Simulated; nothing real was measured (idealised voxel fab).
Process module name: voxel wiring stack
In the cross-section labelled cut, the width is 230 nm and each square cell is 5 nm.
Square cells in a grid make up a cross-section in this document, and the grid is given as bands, listed from the top down, each one or more rows of cells. Band entry format. Leading values: height of top, height of bottom, nm. Remainder: materials in left-to-right order, each with its width in nm. Special words: "edge to edge" on a single material, which then fills the band edge to edge; "blank", empty space. Measure heights from 0. That's the level where, below it, the as-received wafer is all one material. The lowest band is bottomless and extends downward; write it as in "z 0 and below". Read "30..40" as a graded width: first number on top, second number at the bottom, same change between each pair of neighbouring rows. "nothing different", as given for a step, is the statement that not any cell of the cross-section underwent a change during that step. "Fully closed voids" lists enclosed empty spaces (at least 8 cells, no open path upward to the top), each as width x height at distance from the left edge, in nm. Where a step's line continues beyond its settings, the continuation is a remark by the simulator itself on that step. A step line may carry the setting "overlay nm", which, for steps involving a mask, states the distance by which the mask lay to the right of its intended position; negative values denote displacement to the left. Reading guide: pairs of cross-sections, before and after one process step; after view cut off at lowest changed band; step and settings listed under each pair. Pairs may stem from different runs of this module on the same starting wafer; continuity with the pair above only where the "before" entry states it.

before
	z 125 to 110  aC: 30, then blank: 30, then aC: 15, then blank: 30, then aC: 15, then blank: 30, then aC: 15, then blank: 30, then aC: 35
	z 110 to 105  lowk: 30, then blank: 30, then lowk: 15, then blank: 30, then lowk: 15, then blank: 30, then lowk: 15, then blank: 30, then lowk: 35
	z 105 to 90  lowk: 30, then blank: 15, then aC: 15, then lowk: 15, then blank: 15, then aC: 15, then lowk: 15, then blank: 15, then aC: 15, then lowk: 15, then blank: 15, then aC: 15, then lowk: 35
	z 90 to 80  lowk: 30, then blank: 15, then lowk: 30, then blank: 15, then lowk: 30, then blank: 15, then lowk: 30, then blank: 15, then lowk: 50
	z 80 to 75  SiCN: 30, then blank: 15, then SiCN: 30, then blank: 15, then SiCN: 30, then blank: 15, then SiCN: 30, then blank: 15, then SiCN: 50
	z 75 to 55  SiO2: 30, then TiN: 5, then Cu: 20, then TiN: 5, then SiO2: 15, then TiN: 5, then Cu: 20, then TiN: 5, then SiO2: 15, then TiN: 5, then Cu: 20, then TiN: 5, then SiO2: 15, then TiN: 5, then Cu: 20, then TiN: 5, then SiO2: 35
	z 55 to 45  SiO2: 30, then TiN: 5, then Cu: 5, then TiN: 20..5, then SiO2: 15..30, then TiN: 5, then Cu: 5, then TiN: 20..5, then SiO2: 15..30, then TiN: 5, then Cu: 5, then TiN: 20..5, then SiO2: 15..30, then TiN: 5, then Cu: 5, then TiN: 20..5, then SiO2: 35..50
	z 45 to 40  SiCN: 30, then TiN: 15, then SiCN: 30, then TiN: 15, then SiCN: 30, then TiN: 15, then SiCN: 30, then TiN: 15, then SiCN: 50
	z 40 to 15  lowk: 30, then TiN: 5, then Cu: 20, then TiN: 5, then lowk: 15, then TiN: 5, then Cu: 20, then TiN: 5, then lowk: 15, then TiN: 5, then Cu: 20, then TiN: 5, then lowk: 15, then TiN: 5, then Cu: 20, then TiN: 5, then lowk: 35
	z 15 to 10  SiCN: 30, then TiN: 30, then SiCN: 15, then TiN: 30, then SiCN: 15, then TiN: 30, then SiCN: 15, then TiN: 30, then SiCN: 35
	z 10 to 0  SiO2 edge to edge
	z 0 and below  Si edge to edge
	Fully closed voids: none

Resulting Cross-Section
	z 110 to 90  lowk: 30, then blank: 30, then lowk: 15, then blank: 30, then lowk: 15, then blank: 30, then lowk: 15, then blank: 30, then lowk: 35
	Anything lower than 90 is untouched.
	Fully closed voids: none
Here is the step that sits between the two cross-sections above: STRIP (etch materials aC)

before: after-step cross-section of the pair just above applies.

Resulting Cross-Section
	z 115 to 110  TiN: 35, then blank: 20, then TiN: 25, then blank: 20, then TiN: 25, then blank: 20, then TiN: 25, then blank: 20, then TiN: 40
	z 110 to 95  lowk: 30, then TiN: 5, then blank: 20, then TiN: 5, then lowk: 15, then TiN: 5, then blank: 20, then TiN: 5, then lowk: 15, then TiN: 5, then blank: 20, then TiN: 5, then lowk: 15, then TiN: 5, then blank: 20, then TiN: 5, then lowk: 35
	z 95 to 90  lowk: 30, then TiN: 5, then blank: 5, then TiN: 20, then lowk: 15, then TiN: 5, then blank: 5, then TiN: 20, then lowk: 15, then TiN: 5, then blank: 5, then TiN: 20, then lowk: 15, then TiN: 5, then blank: 5, then TiN: 20, then lowk: 35
	z 90 to 80  lowk: 30, then TiN: 5, then blank: 5, then TiN: 5, then lowk: 30, then TiN: 5, then blank: 5, then TiN: 5, then lowk: 30, then TiN: 5, then blank: 5, then TiN: 5, then lowk: 30, then TiN: 5, then blank: 5, then TiN: 5, then lowk: 50
	z 80 to 75  SiCN: 30, then TiN: 15, then SiCN: 30, then TiN: 15, then SiCN: 30, then TiN: 15, then SiCN: 30, then TiN: 15, then SiCN: 50
	Anything lower than 75 is untouched.
	Fully closed voids: none
Here is the step that sits between the two cross-sections above: CONFORMAL_DEP (material TiN; thk nm 5)

before: after-step cross-section of the pair just above applies.

Resulting Cross-Section
	z 120 to 115  Ru edge to edge
	z 115 to 110  TiN: 35, then Ru: 20, then TiN: 25, then Ru: 20, then TiN: 25, then Ru: 20, then TiN: 25, then Ru: 20, then TiN: 40
	z 110 to 95  lowk: 30, then TiN: 5, then Ru: 20, then TiN: 5, then lowk: 15, then TiN: 5, then Ru: 20, then TiN: 5, then lowk: 15, then TiN: 5, then Ru: 20, then TiN: 5, then lowk: 15, then TiN: 5, then Ru: 20, then TiN: 5, then lowk: 35
	z 95 to 90  lowk: 30, then TiN: 5, then Ru: 5, then TiN: 20, then lowk: 15, then TiN: 5, then Ru: 5, then TiN: 20, then lowk: 15, then TiN: 5, then Ru: 5, then TiN: 20, then lowk: 15, then TiN: 5, then Ru: 5, then TiN: 20, then lowk: 35
	z 90 to 80  lowk: 30, then TiN: 5, then Ru: 5, then TiN: 5, then lowk: 30, then TiN: 5, then Ru: 5, then TiN: 5, then lowk: 30, then TiN: 5, then Ru: 5, then TiN: 5, then lowk: 30, then TiN: 5, then Ru: 5, then TiN: 5, then lowk: 50
	Anything lower than 80 is untouched.
	Fully closed voids: none
Here is the step that sits between the two cross-sections above: FILL_DEP (material Ru; thk nm 5)

before: after-step cross-section of the pair just above applies.

Resulting Cross-Section
	z 110 to 95  lowk: 30, then TiN: 5, then Ru: 20, then TiN: 5, then lowk: 15, then TiN: 5, then Ru: 20, then TiN: 5, then lowk: 15, then TiN: 5, then Ru: 20, then TiN: 5, then lowk: 15, then TiN: 5, then Ru: 20, then TiN: 5, then lowk: 35
	Anything lower than 95 is untouched.
	Fully closed voids: none
Here is the step that sits between the two cross-sections above: CMP (height nm 110)

before: after-step cross-section of the pair just above applies.

Resulting Cross-Section
	z 115 to 110  SiCN edge to edge
	Anything lower than 110 is untouched.
	Fully closed voids: none
Here is the step that sits between the two cross-sections above: CONFORMAL_DEP (material SiCN; thk nm 5)

before
	z 75 to 45  SiO2 edge to edge
	z 45 to 40  SiCN edge to edge
	z 40 to 15  lowk: 30, then TiN: 5, then Cu: 20, then TiN: 5, then lowk: 15, then TiN: 5, then Cu: 20, then TiN: 5, then lowk: 15, then TiN: 5, then Cu: 20, then TiN: 5, then lowk: 15, then TiN: 5, then Cu: 20, then TiN: 5, then lowk: 35
	z 15 to 10  SiCN: 30, then TiN: 30, then SiCN: 15, then TiN: 30, then SiCN: 15, then TiN: 30, then SiCN: 15, then TiN: 30, then SiCN: 35
	z 10 to 0  SiO2 edge to edge
	z 0 and below  Si edge to edge
	Fully closed voids: none

Resulting Cross-Section
	z 75 to 55  SiO2: 35, then blank: 20, then SiO2: 25, then blank: 20, then SiO2: 25, then blank: 20, then SiO2: 25, then blank: 20, then SiO2: 40
	Anything lower than 55 is untouched.
	Fully closed voids: none
Here is the step that sits between the two cross-sections above: MASKED_ETCH (tone open; mask id METAL_2; width nm 20; pitch nm 45; etch materials SiO2; depth nm 20; overlay nm 0)

before: after-step cross-section of the pair just above applies.

Resulting Cross-Section
	z 90 to 75  aC: 35, then blank: 20, then aC: 25, then blank: 20, then aC: 25, then blank: 20, then aC: 25, then blank: 20, then aC: 40
	z 75 to 70  SiO2: 35, then blank: 20, then SiO2: 25, then blank: 20, then SiO2: 25, then blank: 20, then SiO2: 25, then blank: 20, then SiO2: 40
	z 70 to 55  SiO2: 35, then aC: 20, then SiO2: 25, then aC: 20, then SiO2: 25, then aC: 20, then SiO2: 25, then aC: 20, then SiO2: 40
	Anything lower than 55 is untouched.
	Fully closed voids: none
Here is the step that sits between the two cross-sections above: DIRECTIONAL_DEP (material aC; thk nm 15)

before: after-step cross-section of the pair just above applies.

Resulting Cross-Section
	z 120 to 90  resist: 30, then blank: 15, then resist: 30, then blank: 15, then resist: 30, then blank: 15, then resist: 30, then blank: 15, then resist: 50
	z 90 to 75  aC: 35, then blank: 10, then resist: 10, then aC: 25, then blank: 10, then resist: 10, then aC: 25, then blank: 10, then resist: 10, then aC: 25, then blank: 10, then resist: 10, then aC: 40
	z 75 to 70  SiO2: 35, then blank: 10, then resist: 10, then SiO2: 25, then blank: 10, then resist: 10, then SiO2: 25, then blank: 10, then resist: 10, then SiO2: 25, then blank: 10, then resist: 10, then SiO2: 40
	Anything lower than 70 is untouched.
	Fully closed voids: none
Here is the step that sits between the two cross-sections above: PATTERN (tone open; mask id METAL_2_HOLES; material resist; width nm 15; pitch nm 45; thk nm 30; overlay nm 0)

before: after-step cross-section of the pair just above applies.

Resulting Cross-Section
	z 105 to 90  resist: 30, then blank: 15, then resist: 30, then blank: 15, then resist: 30, then blank: 15, then resist: 30, then blank: 15, then resist: 50
	z 90 to 75  aC: 30, then blank: 15, then resist: 10, then aC: 20, then blank: 15, then resist: 10, then aC: 20, then blank: 15, then resist: 10, then aC: 20, then blank: 15, then resist: 10, then aC: 40
	z 75 to 70  SiO2: 35, then blank: 10, then resist: 10, then SiO2: 25, then blank: 10, then resist: 10, then SiO2: 25, then blank: 10, then resist: 10, then SiO2: 25, then blank: 10, then resist: 10, then SiO2: 40
	z 70 to 55  SiO2: 35, then blank: 10, then aC: 10, then SiO2: 25, then blank: 10, then aC: 10, then SiO2: 25, then blank: 10, then aC: 10, then SiO2: 25, then blank: 10, then aC: 10, then SiO2: 40
	Anything lower than 55 is untouched.
	Fully closed voids: none
Here is the step that sits between the two cross-sections above: DIRECTIONAL_ETCH (etch materials aC; depth nm 15)

before: after-step cross-section of the pair just above applies.

Resulting Cross-Section
	z 90 to 75  aC: 30, then blank: 25, then aC: 20, then blank: 25, then aC: 20, then blank: 25, then aC: 20, then blank: 25, then aC: 40
	z 75 to 70  SiO2: 35, then blank: 20, then SiO2: 25, then blank: 20, then SiO2: 25, then blank: 20, then SiO2: 25, then blank: 20, then SiO2: 40
	Anything lower than 70 is untouched.
	Fully closed voids: none
Here is the step that sits between the two cross-sections above: STRIP (etch materials resist)

before: after-step cross-section of the pair just above applies.

Resulting Cross-Section
	z 90 to 75  aC: 30, then blank: 25, then aC: 20, then blank: 25, then aC: 20, then blank: 25, then aC: 20, then blank: 25, then aC: 40
	z 75 to 70  SiO2: 30, then blank: 25, then SiO2: 20, then blank: 25, then SiO2: 20, then blank: 25, then SiO2: 20, then blank: 25, then SiO2: 40
	z 70 to 65  SiO2: 30, then blank: 15, then aC: 10, then SiO2: 20, then blank: 15, then aC: 10, then SiO2: 20, then blank: 15, then aC: 10, then SiO2: 20, then blank: 15, then aC: 10, then SiO2: 40
	z 65 to 55  SiO2: 35, then blank: 10, then aC: 10, then SiO2: 25, then blank: 10, then aC: 10, then SiO2: 25, then blank: 10, then aC: 10, then SiO2: 25, then blank: 10, then aC: 10, then SiO2: 40
	z 55 to 45  SiO2: 35, then blank: 10, then SiO2: 35, then blank: 10, then SiO2: 35, then blank: 10, then SiO2: 35, then blank: 10, then SiO2: 50
	Anything lower than 45 is untouched.
	Fully closed voids: none
Here is the step that sits between the two cross-sections above: DIRECTIONAL_ETCH (etch materials SiO2; depth nm 10)

before: after-step cross-section of the pair just above applies.

Resulting Cross-Section
	z 90 to 75  aC: 30, then blank: 25, then aC: 20, then blank: 25, then aC: 20, then blank: 25, then aC: 20, then blank: 25, then aC: 40
	z 75 to 70  SiO2: 30, then blank: 25, then SiO2: 20, then blank: 25, then SiO2: 20, then blank: 25, then SiO2: 20, then blank: 25, then SiO2: 40
	z 70 to 65  SiO2: 30, then blank: 15, then aC: 10, then SiO2: 20, then blank: 15, then aC: 10, then SiO2: 20, then blank: 15, then aC: 10, then SiO2: 20, then blank: 15, then aC: 10, then SiO2: 40
	z 65 to 55  SiO2: 35, then blank: 10, then aC: 10, then SiO2: 25, then blank: 10, then aC: 10, then SiO2: 25, then blank: 10, then aC: 10, then SiO2: 25, then blank: 10, then aC: 10, then SiO2: 40
	z 55 to 45  SiO2: 35, then blank: 10, then SiO2: 35, then blank: 10, then SiO2: 35, then blank: 10, then SiO2: 35, then blank: 10, then SiO2: 50
	z 45 to 40  SiCN: 35, then blank: 10, then SiCN: 35, then blank: 10, then SiCN: 35, then blank: 10, then SiCN: 35, then blank: 10, then SiCN: 50
	Anything lower than 40 is untouched.
	Fully closed voids: none
Here is the step that sits between the two cross-sections above: DIRECTIONAL_ETCH (etch materials SiCN; depth nm 5)

before: after-step cross-section of the pair just above applies.

Resulting Cross-Section
	z 75 to 65  SiO2: 30, then blank: 25, then SiO2: 20, then blank: 25, then SiO2: 20, then blank: 25, then SiO2: 20, then blank: 25, then SiO2: 40
	z 65 to 55  SiO2: 35, then blank: 20, then SiO2: 25, then blank: 20, then SiO2: 25, then blank: 20, then SiO2: 25, then blank: 20, then SiO2: 40
	Anything lower than 55 is untouched.
	Fully closed voids: none
Here is the step that sits between the two cross-sections above: STRIP (etch materials aC)

before: after-step cross-section of the pair just above applies.

Resulting Cross-Section
	z 80 to 75  TiN: 35, then blank: 15, then TiN: 30, then blank: 15, then TiN: 30, then blank: 15, then TiN: 30, then blank: 15, then TiN: 45
	z 75 to 65  SiO2: 30, then TiN: 5..10, then blank: 15..10, then TiN: 5, then SiO2: 20, then TiN: 5..10, then blank: 15..10, then TiN: 5, then SiO2: 20, then TiN: 5..10, then blank: 15..10, then TiN: 5, then SiO2: 20, then TiN: 5..10, then blank: 15..10, then TiN: 5, then SiO2: 40
	z 65 to 60  SiO2: 35, then TiN: 5, then blank: 10, then TiN: 5, then SiO2: 25, then TiN: 5, then blank: 10, then TiN: 5, then SiO2: 25, then TiN: 5, then blank: 10, then TiN: 5, then SiO2: 25, then TiN: 5, then blank: 10, then TiN: 5, then SiO2: 40
	z 60 to 55  SiO2: 35, then TiN: 20, then SiO2: 25, then TiN: 20, then SiO2: 25, then TiN: 20, then SiO2: 25, then TiN: 20, then SiO2: 40
	z 55 to 45  SiO2: 35, then TiN: 10, then SiO2: 35, then TiN: 10, then SiO2: 35, then TiN: 10, then SiO2: 35, then TiN: 10, then SiO2: 50
	z 45 to 40  SiCN: 35, then TiN: 10, then SiCN: 35, then TiN: 10, then SiCN: 35, then TiN: 10, then SiCN: 35, then TiN: 10, then SiCN: 50
	Anything lower than 40 is untouched.
	Fully closed voids: none
Here is the step that sits between the two cross-sections above: CONFORMAL_DEP (material TiN; thk nm 5)

before: after-step cross-section of the pair just above applies.

Resulting Cross-Section
	z 90 to 80  Cu edge to edge
	z 80 to 75  TiN: 35, then Cu: 15, then TiN: 30, then Cu: 15, then TiN: 30, then Cu: 15, then TiN: 30, then Cu: 15, then TiN: 45
	z 75 to 65  SiO2: 30, then TiN: 5..10, then Cu: 15..10, then TiN: 5, then SiO2: 20, then TiN: 5..10, then Cu: 15..10, then TiN: 5, then SiO2: 20, then TiN: 5..10, then Cu: 15..10, then TiN: 5, then SiO2: 20, then TiN: 5..10, then Cu: 15..10, then TiN: 5, then SiO2: 40
	z 65 to 60  SiO2: 35, then TiN: 5, then Cu: 10, then TiN: 5, then SiO2: 25, then TiN: 5, then Cu: 10, then TiN: 5, then SiO2: 25, then TiN: 5, then Cu: 10, then TiN: 5, then SiO2: 25, then TiN: 5, then Cu: 10, then TiN: 5, then SiO2: 40
	Anything lower than 60 is untouched.
	Fully closed voids: none
Here is the step that sits between the two cross-sections above: FILL_DEP (material Cu; thk nm 10)

before: after-step cross-section of the pair just above applies.

Resulting Cross-Section
	z 75 to 65  SiO2: 30, then TiN: 5..10, then Cu: 15..10, then TiN: 5, then SiO2: 20, then TiN: 5..10, then Cu: 15..10, then TiN: 5, then SiO2: 20, then TiN: 5..10, then Cu: 15..10, then TiN: 5, then SiO2: 20, then TiN: 5..10, then Cu: 15..10, then TiN: 5, then SiO2: 40
	Anything lower than 65 is untouched.
	Fully closed voids: none
Here is the step that sits between the two cross-sections above: CMP (height nm 75)

before: after-step cross-section of the pair just above applies.

Resulting Cross-Section
	z 80 to 75  SiCN edge to edge
	Anything lower than 75 is untouched.
	Fully closed voids: none
Here is the step that sits between the two cross-sections above: CONFORMAL_DEP (material SiCN; thk nm 5)

before: after-step cross-section of the pair just above applies.

Resulting Cross-Section
	z 110 to 80  lowk edge to edge
	Anything lower than 80 is untouched.
	Fully closed voids: none
Here is the step that sits between the two cross-sections above: DIRECTIONAL_DEP (material lowk; thk nm 30)

before: after-step cross-section of the pair just above applies.

Resulting Cross-Section
	z 110 to 90  lowk: 30, then blank: 30, then lowk: 15, then blank: 30, then lowk: 15, then blank: 30, then lowk: 15, then blank: 30, then lowk: 35
	Anything lower than 90 is untouched.
	Fully closed voids: none
Here is the step that sits between the two cross-sections above: MASKED_ETCH (tone open; mask id METAL_3; width nm 30; pitch nm 45; etch materials lowk; depth nm 20; overlay nm 0)

before: after-step cross-section of the pair just above applies.

Resulting Cross-Section
	z 125 to 110  aC: 30, then blank: 30, then aC: 15, then blank: 30, then aC: 15, then blank: 30, then aC: 15, then blank: 30, then aC: 35
	z 110 to 105  lowk: 30, then blank: 30, then lowk: 15, then blank: 30, then lowk: 15, then blank: 30, then lowk: 15, then blank: 30, then lowk: 35
	z 105 to 90  lowk: 30, then aC: 30, then lowk: 15, then aC: 30, then lowk: 15, then aC: 30, then lowk: 15, then aC: 30, then lowk: 35
	Anything lower than 90 is untouched.
	Fully closed voids: none
Here is the step that sits between the two cross-sections above: DIRECTIONAL_DEP (material aC; thk nm 15)

before: after-step cross-section of the pair just above applies.

Resulting Cross-Section
	z 155 to 125  resist: 30, then blank: 15, then resist: 30, then blank: 15, then resist: 30, then blank: 15, then resist: 30, then blank: 15, then resist: 50
	z 125 to 110  aC: 30, then blank: 15, then resist: 15, then aC: 15, then blank: 15, then resist: 15, then aC: 15, then blank: 15, then resist: 15, then aC: 15, then blank: 15, then resist: 15, then aC: 35
	z 110 to 105  lowk: 30, then blank: 15, then resist: 15, then lowk: 15, then blank: 15, then resist: 15, then lowk: 15, then blank: 15, then resist: 15, then lowk: 15, then blank: 15, then resist: 15, then lowk: 35
	Anything lower than 105 is untouched.
	Fully closed voids: none
Here is the step that sits between the two cross-sections above: PATTERN (tone open; mask id METAL_3_HOLES; material resist; width nm 15; pitch nm 45; thk nm 30; overlay nm 0)

before: after-step cross-section of the pair just above applies.

Resulting Cross-Section
	z 140 to 125  resist: 30, then blank: 15, then resist: 30, then blank: 15, then resist: 30, then blank: 15, then resist: 30, then blank: 15, then resist: 50
	z 125 to 110  aC: 30, then blank: 15, then resist: 15, then aC: 15, then blank: 15, then resist: 15, then aC: 15, then blank: 15, then resist: 15, then aC: 15, then blank: 15, then resist: 15, then aC: 35
	z 110 to 105  lowk: 30, then blank: 15, then resist: 15, then lowk: 15, then blank: 15, then resist: 15, then lowk: 15, then blank: 15, then resist: 15, then lowk: 15, then blank: 15, then resist: 15, then lowk: 35
	z 105 to 90  lowk: 30, then blank: 15, then aC: 15, then lowk: 15, then blank: 15, then aC: 15, then lowk: 15, then blank: 15, then aC: 15, then lowk: 15, then blank: 15, then aC: 15, then lowk: 35
	Anything lower than 90 is untouched.
	Fully closed voids: none
Here is the step that sits between the two cross-sections above: DIRECTIONAL_ETCH (etch materials aC; depth nm 15)

before: after-step cross-section of the pair just above applies.

Resulting Cross-Section
	z 125 to 110  aC: 30, then blank: 30, then aC: 15, then blank: 30, then aC: 15, then blank: 30, then aC: 15, then blank: 30, then aC: 35
	z 110 to 105  lowk: 30, then blank: 30, then lowk: 15, then blank: 30, then lowk: 15, then blank: 30, then lowk: 15, then blank: 30, then lowk: 35
	Anything lower than 105 is untouched.
	Fully closed voids: none
Here is the step that sits between the two cross-sections above: STRIP (etch materials resist)

before: after-step cross-section of the pair just above applies.

Resulting Cross-Section
	z 125 to 110  aC: 30, then blank: 30, then aC: 15, then blank: 30, then aC: 15, then blank: 30, then aC: 15, then blank: 30, then aC: 35
	z 110 to 105  lowk: 30, then blank: 30, then lowk: 15, then blank: 30, then lowk: 15, then blank: 30, then lowk: 15, then blank: 30, then lowk: 35
	z 105 to 90  lowk: 30, then blank: 15, then aC: 15, then lowk: 15, then blank: 15, then aC: 15, then lowk: 15, then blank: 15, then aC: 15, then lowk: 15, then blank: 15, then aC: 15, then lowk: 35
	z 90 to 80  lowk: 30, then blank: 15, then lowk: 30, then blank: 15, then lowk: 30, then blank: 15, then lowk: 30, then blank: 15, then lowk: 50
	Anything lower than 80 is untouched.
	Fully closed voids: none
Here is the step that sits between the two cross-sections above: DIRECTIONAL_ETCH (etch materials lowk; depth nm 10)

before: after-step cross-section of the pair just above applies.

Resulting Cross-Section
	z 125 to 110  aC: 30, then blank: 30, then aC: 15, then blank: 30, then aC: 15, then blank: 30, then aC: 15, then blank: 30, then aC: 35
	z 110 to 105  lowk: 30, then blank: 30, then lowk: 15, then blank: 30, then lowk: 15, then blank: 30, then lowk: 15, then blank: 30, then lowk: 35
	z 105 to 90  lowk: 30, then blank: 15, then aC: 15, then lowk: 15, then blank: 15, then aC: 15, then lowk: 15, then blank: 15, then aC: 15, then lowk: 15, then blank: 15, then aC: 15, then lowk: 35
	z 90 to 80  lowk: 30, then blank: 15, then lowk: 30, then blank: 15, then lowk: 30, then blank: 15, then lowk: 30, then blank: 15, then lowk: 50
	z 80 to 75  SiCN: 30, then blank: 15, then SiCN: 30, then blank: 15, then SiCN: 30, then blank: 15, then SiCN: 30, then blank: 15, then SiCN: 50
	Anything lower than 75 is untouched.
	Fully closed voids: none
Here is the step that sits between the two cross-sections above: DIRECTIONAL_ETCH (etch materials SiCN; depth nm 5)

before: after-step cross-section of the pair just above applies.

Resulting Cross-Section
	z 110 to 90  lowk: 30, then blank: 30, then lowk: 15, then blank: 30, then lowk: 15, then blank: 30, then lowk: 15, then blank: 30, then lowk: 35
	Anything lower than 90 is untouched.
	Fully closed voids: none
Here is the step that sits between the two cross-sections above: STRIP (etch materials aC)

before: after-step cross-section of the pair just above applies.

Resulting Cross-Section
	z 115 to 110  TiN: 35, then blank: 20, then TiN: 25, then blank: 20, then TiN: 25, then blank: 20, then TiN: 25, then blank: 20, then TiN: 40
	z 110 to 95  lowk: 30, then TiN: 5, then blank: 20, then TiN: 5, then lowk: 15, then TiN: 5, then blank: 20, then TiN: 5, then lowk: 15, then TiN: 5, then blank: 20, then TiN: 5, then lowk: 15, then TiN: 5, then blank: 20, then TiN: 5, then lowk: 35
	z 95 to 90  lowk: 30, then TiN: 5, then blank: 5, then TiN: 20, then lowk: 15, then TiN: 5, then blank: 5, then TiN: 20, then lowk: 15, then TiN: 5, then blank: 5, then TiN: 20, then lowk: 15, then TiN: 5, then blank: 5, then TiN: 20, then lowk: 35
	z 90 to 80  lowk: 30, then TiN: 5, then blank: 5, then TiN: 5, then lowk: 30, then TiN: 5, then blank: 5, then TiN: 5, then lowk: 30, then TiN: 5, then blank: 5, then TiN: 5, then lowk: 30, then TiN: 5, then blank: 5, then TiN: 5, then lowk: 50
	z 80 to 75  SiCN: 30, then TiN: 15, then SiCN: 30, then TiN: 15, then SiCN: 30, then TiN: 15, then SiCN: 30, then TiN: 15, then SiCN: 50
	Anything lower than 75 is untouched.
	Fully closed voids: none
Here is the step that sits between the two cross-sections above: CONFORMAL_DEP (material TiN; thk nm 5)

before: after-step cross-section of the pair just above applies.

Resulting Cross-Section
	z 120 to 115  Ru edge to edge
	z 115 to 110  TiN: 35, then Ru: 20, then TiN: 25, then Ru: 20, then TiN: 25, then Ru: 20, then TiN: 25, then Ru: 20, then TiN: 40
	z 110 to 95  lowk: 30, then TiN: 5, then Ru: 20, then TiN: 5, then lowk: 15, then TiN: 5, then Ru: 20, then TiN: 5, then lowk: 15, then TiN: 5, then Ru: 20, then TiN: 5, then lowk: 15, then TiN: 5, then Ru: 20, then TiN: 5, then lowk: 35
	z 95 to 90  lowk: 30, then TiN: 5, then Ru: 5, then TiN: 20, then lowk: 15, then TiN: 5, then Ru: 5, then TiN: 20, then lowk: 15, then TiN: 5, then Ru: 5, then TiN: 20, then lowk: 15, then TiN: 5, then Ru: 5, then TiN: 20, then lowk: 35
	z 90 to 80  lowk: 30, then TiN: 5, then Ru: 5, then TiN: 5, then lowk: 30, then TiN: 5, then Ru: 5, then TiN: 5, then lowk: 30, then TiN: 5, then Ru: 5, then TiN: 5, then lowk: 30, then TiN: 5, then Ru: 5, then TiN: 5, then lowk: 50
	Anything lower than 80 is untouched.
	Fully closed voids: none
Here is the step that sits between the two cross-sections above: FILL_DEP (material Ru; thk nm 5)

before: after-step cross-section of the pair just above applies.

Resulting Cross-Section
	z 110 to 95  lowk: 30, then TiN: 5, then Ru: 20, then TiN: 5, then lowk: 15, then TiN: 5, then Ru: 20, then TiN: 5, then lowk: 15, then TiN: 5, then Ru: 20, then TiN: 5, then lowk: 15, then TiN: 5, then Ru: 20, then TiN: 5, then lowk: 35
	Anything lower than 95 is untouched.
	Fully closed voids: none
Here is the step that sits between the two cross-sections above: CMP (height nm 110)

before: after-step cross-section of the pair just above applies.

Resulting Cross-Section
	z 115 to 110  SiCN edge to edge
	Anything lower than 110 is untouched.
	Fully closed voids: none
Here is the step that sits between the two cross-sections above: CONFORMAL_DEP (material SiCN; thk nm 5)

before
	z 90 to 75  aC: 30, then blank: 30, then aC: 15, then blank: 30, then aC: 15, then blank: 30, then aC: 15, then blank: 30, then aC: 35
	z 75 to 70  SiO2: 30, then blank: 30, then SiO2: 15, then blank: 30, then SiO2: 15, then blank: 30, then SiO2: 15, then blank: 30, then SiO2: 35
	z 70 to 55  SiO2: 30, then aC: 30, then SiO2: 15, then aC: 30, then SiO2: 15, then aC: 30, then SiO2: 15, then aC: 30, then SiO2: 35
	z 55 to 45  SiO2 edge to edge
	z 45 to 40  SiCN edge to edge
	z 40 to 15  lowk: 30, then TiN: 5, then Cu: 20, then TiN: 5, then lowk: 15, then TiN: 5, then Cu: 20, then TiN: 5, then lowk: 15, then TiN: 5, then Cu: 20, then TiN: 5, then lowk: 15, then TiN: 5, then Cu: 20, then TiN: 5, then lowk: 35
	z 15 to 10  SiCN: 30, then TiN: 30, then SiCN: 15, then TiN: 30, then SiCN: 15, then TiN: 30, then SiCN: 15, then TiN: 30, then SiCN: 35
	z 10 to 0  SiO2 edge to edge
	z 0 and below  Si edge to edge
	Fully closed voids: none

Resulting Cross-Section
	z 120 to 90  resist: 35, then blank: 15, then resist: 30, then blank: 15, then resist: 30, then blank: 15, then resist: 30, then blank: 15, then resist: 45
	z 90 to 75  aC: 30, then resist: 5, then blank: 15, then resist: 10, then aC: 15, then resist: 5, then blank: 15, then resist: 10, then aC: 15, then resist: 5, then blank: 15, then resist: 10, then aC: 15, then resist: 5, then blank: 15, then resist: 10, then aC: 35
	z 75 to 70  SiO2: 30, then resist: 5, then blank: 15, then resist: 10, then SiO2: 15, then resist: 5, then blank: 15, then resist: 10, then SiO2: 15, then resist: 5, then blank: 15, then resist: 10, then SiO2: 15, then resist: 5, then blank: 15, then resist: 10, then SiO2: 35
	Anything lower than 70 is untouched.
	Fully closed voids: none
Here is the step that sits between the two cross-sections above: PATTERN (tone open; mask id METAL_2_HOLES; material resist; width nm 15; pitch nm 45; thk nm 30; overlay nm 5)

before: after-step cross-section of the pair just above applies.

Resulting Cross-Section
	z 105 to 90  resist: 35, then blank: 15, then resist: 30, then blank: 15, then resist: 30, then blank: 15, then resist: 30, then blank: 15, then resist: 45
	z 90 to 75  aC: 30, then resist: 5, then blank: 15, then resist: 10, then aC: 15, then resist: 5, then blank: 15, then resist: 10, then aC: 15, then resist: 5, then blank: 15, then resist: 10, then aC: 15, then resist: 5, then blank: 15, then resist: 10, then aC: 35
	z 75 to 70  SiO2: 30, then resist: 5, then blank: 15, then resist: 10, then SiO2: 15, then resist: 5, then blank: 15, then resist: 10, then SiO2: 15, then resist: 5, then blank: 15, then resist: 10, then SiO2: 15, then resist: 5, then blank: 15, then resist: 10, then SiO2: 35
	z 70 to 55  SiO2: 30, then aC: 5, then blank: 15, then aC: 10, then SiO2: 15, then aC: 5, then blank: 15, then aC: 10, then SiO2: 15, then aC: 5, then blank: 15, then aC: 10, then SiO2: 15, then aC: 5, then blank: 15, then aC: 10, then SiO2: 35
	Anything lower than 55 is untouched.
	Fully closed voids: none
Here is the step that sits between the two cross-sections above: DIRECTIONAL_ETCH (etch materials aC; depth nm 15)

before: after-step cross-section of the pair just above applies.

Resulting Cross-Section
	z 90 to 75  aC: 30, then blank: 30, then aC: 15, then blank: 30, then aC: 15, then blank: 30, then aC: 15, then blank: 30, then aC: 35
	z 75 to 70  SiO2: 30, then blank: 30, then SiO2: 15, then blank: 30, then SiO2: 15, then blank: 30, then SiO2: 15, then blank: 30, then SiO2: 35
	Anything lower than 70 is untouched.
	Fully closed voids: none
Here is the step that sits between the two cross-sections above: STRIP (etch materials resist)
